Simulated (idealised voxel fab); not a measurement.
The process module presented herein is designated voxel self aligned vias.
The figure presents cross-section cut, which has a width of 215 nm and is divided into square cells with an edge length of 5 nm.
How to read a cross-section here: the picture is a grid of square cells, written as bands going from the top down, and any band can span one or more rows of cells. Per band: top height and bottom height in nm, followed by the left-to-right materials and their widths in nm; "everywhere" marks a single material spanning edge to edge, "air" marks empty space. Ref level 0: as-received wafer is one material below here. Bottom band extends down with no lower bound ("z 0 and below"). Width: "30->40" (first number = top row, second number = bottom row, same change from row to row of cells). Basically "remains unaltered" means that step didn't change any cell in the cross-section. "Enclosed void catalog" - sealed voids, min. 8 cells, no opening to top; format: width x height at distance (distance from left edge; nm throughout). Formally, on a step line, whatever follows the settings is a remark that the simulator itself makes on the step. When a step includes a mask, the "overlay nm" setting on its line states how far to the right of its planned place that mask lay, and negative values state how far to the left.

-- Planned step list for the process
| 1 | op RECEIVE | material Si |
| 2 | op CONFORMAL_DEP | material SiO2 | thk nm 10 |
| 3 | op CONFORMAL_DEP | material SiCN | thk nm 5 |
| 4 | op DIRECTIONAL_DEP | material SiO2 | thk nm 20 |
| 5 | op MASKED_ETCH | tone open | mask id LINES | width nm 20 | pitch nm 45 | etch materials SiO2 | depth nm 20 | overlay nm -15 |
| 6 | op CONFORMAL_DEP | material TiN | thk nm 5 |
| 7 | op FILL_DEP | material Ru | thk nm 10 |
| 8 | op CMP | height nm 35 |
| 9 | op SELECTIVE_ETCH | etch materials W Ru TiN | depth nm 5 |
| 10 | op FILL_DEP | material SiN | thk nm 5 |
| 11 | op CMP | height nm 35 |
| 12 | op DIRECTIONAL_DEP | material SiO2 | thk nm 15 |
| 13 | op DIRECTIONAL_DEP | material aC | thk nm 15 |
| 14 | op PATTERN | tone open | mask id VIAS | material resist | width nm 30 | thk nm 35 | overlay nm 0 |
| 15 | op DIRECTIONAL_ETCH | etch materials aC | depth nm 15 |
| 16 | op STRIP | etch materials resist |
| 17 | op DIRECTIONAL_ETCH | etch materials SiO2 | depth nm 15 |
| 18 | op DIRECTIONAL_ETCH | etch materials SiN | depth nm 5 |
| 19 | op STRIP | etch materials aC |
| 20 | op CONFORMAL_DEP | material TiN | thk nm 5 |
| 21 | op FILL_DEP | material W | thk nm 10 |
| 22 | op CMP | height nm 50 |
| 23 | op CONFORMAL_DEP | material SiN | thk nm 5 |
What sets these wafers apart? The overlay nm at step 5. They all start alike, and the plan carries the first wafer's value.

-- Cross-section: the first of several wafers in its as-received state, i.e. following step 1
	z 0 and below  Si everywhere
	Enclosed void catalog: none

-- After the module's final step, step 23: the first of several wafers in cross-section
	z 55 to 50  SiN everywhere
	z 50 to 40  SiO2: 70  TiN: 5  W: 20  TiN: 5  SiO2: 115
	z 40 to 35  SiO2: 70  TiN: 30  SiO2: 115
	z 35 to 30  SiO2: 60  SiN: 10  TiN: 10  SiO2: 25  SiN: 20  SiO2: 90
	z 30 to 20  SiO2: 60  TiN: 5  Ru: 10  TiN: 5  SiO2: 25  TiN: 5  Ru: 10  TiN: 5  SiO2: 90
	z 20 to 15  SiO2: 60  TiN: 20  SiO2: 25  TiN: 20  SiO2: 90
	z 15 to 10  SiCN everywhere
	z 10 to 0  SiO2 everywhere
	z 0 and below  Si everywhere
	Enclosed void catalog: none

-- Cross-sectional view of the final wafer of several at the module's end
	z 55 to 50  SiN everywhere
	z 50 to 40  SiO2: 70  TiN: 5  W: 20  TiN: 5  SiO2: 115
	z 40 to 35  SiO2: 70  TiN: 30  SiO2: 115
	z 35 to 30  SiO2: 90  TiN: 10  SiN: 10  SiO2: 25  SiN: 20  SiO2: 60
	z 30 to 20  SiO2: 90  TiN: 5  Ru: 10  TiN: 5  SiO2: 25  TiN: 5  Ru: 10  TiN: 5  SiO2: 60
	z 20 to 15  SiO2: 90  TiN: 20  SiO2: 25  TiN: 20  SiO2: 60
	z 15 to 10  SiCN everywhere
	z 10 to 0  SiO2 everywhere
	z 0 and below  Si everywhere
	Enclosed void catalog: none

-- The table below has one row for each wafer; a row shows, as of the end of the module, how many cells of each material the wafer has gained, marked (+), or lost, marked (-), since it was received, and then the wafer's closed voids
overlay nm -15; +8 Ru; +43 SiCN; +49 SiN; +337 SiO2; +28 TiN; +8 W; Enclosed void catalog: none
overlay nm -10; +8 Ru; +43 SiCN; +48 SiN; +337 SiO2; +28 TiN; +9 W; Enclosed void catalog: none
overlay nm -5; +8 Ru; +43 SiCN; +47 SiN; +337 SiO2; +28 TiN; +10 W; Enclosed void catalog: none
overlay nm 0; +8 Ru; +43 SiCN; +47 SiN; +337 SiO2; +28 TiN; +10 W; Enclosed void catalog: none
overlay nm 5; +8 Ru; +43 SiCN; +47 SiN; +337 SiO2; +28 TiN; +10 W; Enclosed void catalog: none
overlay nm 10; +8 Ru; +43 SiCN; +48 SiN; +337 SiO2; +28 TiN; +9 W; Enclosed void catalog: none
overlay nm 15; +8 Ru; +43 SiCN; +49 SiN; +337 SiO2; +28 TiN; +8 W; Enclosed void catalog: none
